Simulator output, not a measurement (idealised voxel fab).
Presented below is a process module, voxel tone inversion.
For reference, the cross-section in this document is cut, with width 260 nm and square cells of 5 nm.
Cross-section spec: square-cell grid; bands listed top down; each band is one or more rows. Band entry format. Leading values: height of top, height of bottom, nm. Remainder: materials in left-to-right order, each with its width in nm. Special words: "everywhere" on a single material, which then fills the band edge to edge; "air", empty space. Basically, 0 is our baseline, since under it the wafer straight out of the box is all one material. The bottom band has no lower end and keeps on going down, so it looks like "0 nm and below". It should be noted that a width expressed as "30..40" varies in equal increments from row to row of cells within the band, taking the value of the first number at the top row and that of the second number at the bottom row. It should be understood that the words "no modifications", when stated for a given step, signify that the cross-section underwent no change in any of its cells during that step. Closed-off voids of 8+ cells (no open route to the top) go in "Enclosed cavities", written width x height at distance from the left edge, in nm. Read whatever lies past the settings on a step's line as the simulator's own remark about the step. Regarding "overlay nm": on a step with a mask, it is the distance the mask lay to the right of its planned place; a negative value places it to the left.

PLAN
- 1: RECEIVE with material Si
- 2: CONFORMAL_DEP with material SiCN, thk nm 10
- 3: DIRECTIONAL_DEP with material polySi, thk nm 25
- 4: PATTERN with tone cover, mask id POSTS, material resist, width nm 20, pitch nm 45, thk nm 30, overlay nm 0
- 5: DIRECTIONAL_ETCH with etch materials polySi, depth nm 25
- 6: STRIP with etch materials resist
- 7: FILL_DEP with material lowk, thk nm 10
- 8: CMP with height nm 35
- 9: STRIP with etch materials polySi

CROSS-SECTION: WAFER ON ARRIVAL = AFTER STEP 1
0 nm and below  Si everywhere
Enclosed cavities: none

CROSS-SECTIONAL IMAGE OF THE FIRST OF TWO WAFERS AT THE END OF THE MODULE, THE RUN HAVING PROCEEDED AS PLANNED
35 nm to 10 nm  lowk (50), air (20), lowk (25), air (20), lowk (25), air (20), lowk (25), air (20), lowk (55)
10 nm to 0 nm  SiCN everywhere
0 nm and below  Si everywhere
Enclosed cavities: none

HERE'S THE SECOND OF OUR TWO WAFERS SECTIONED AT MODULE END. SAME START AS THE FIRST, SAME PLAN, BUT ONE MISTAKE GOT MADE RUNNING IT
35 nm to 10 nm  SiCN (50), air (20), SiCN (25), air (20), SiCN (25), air (20), SiCN (25), air (20), SiCN (55)
10 nm to 0 nm  SiCN everywhere
0 nm and below  Si everywhere
Enclosed cavities: none
Nonconformance to the process plan: note that step 7 departed from the planned setting and was carried out as FILL_DEP with material SiCN, thk nm 10
at the end the second wafer has, in cells: SiCN +180; lowk -180
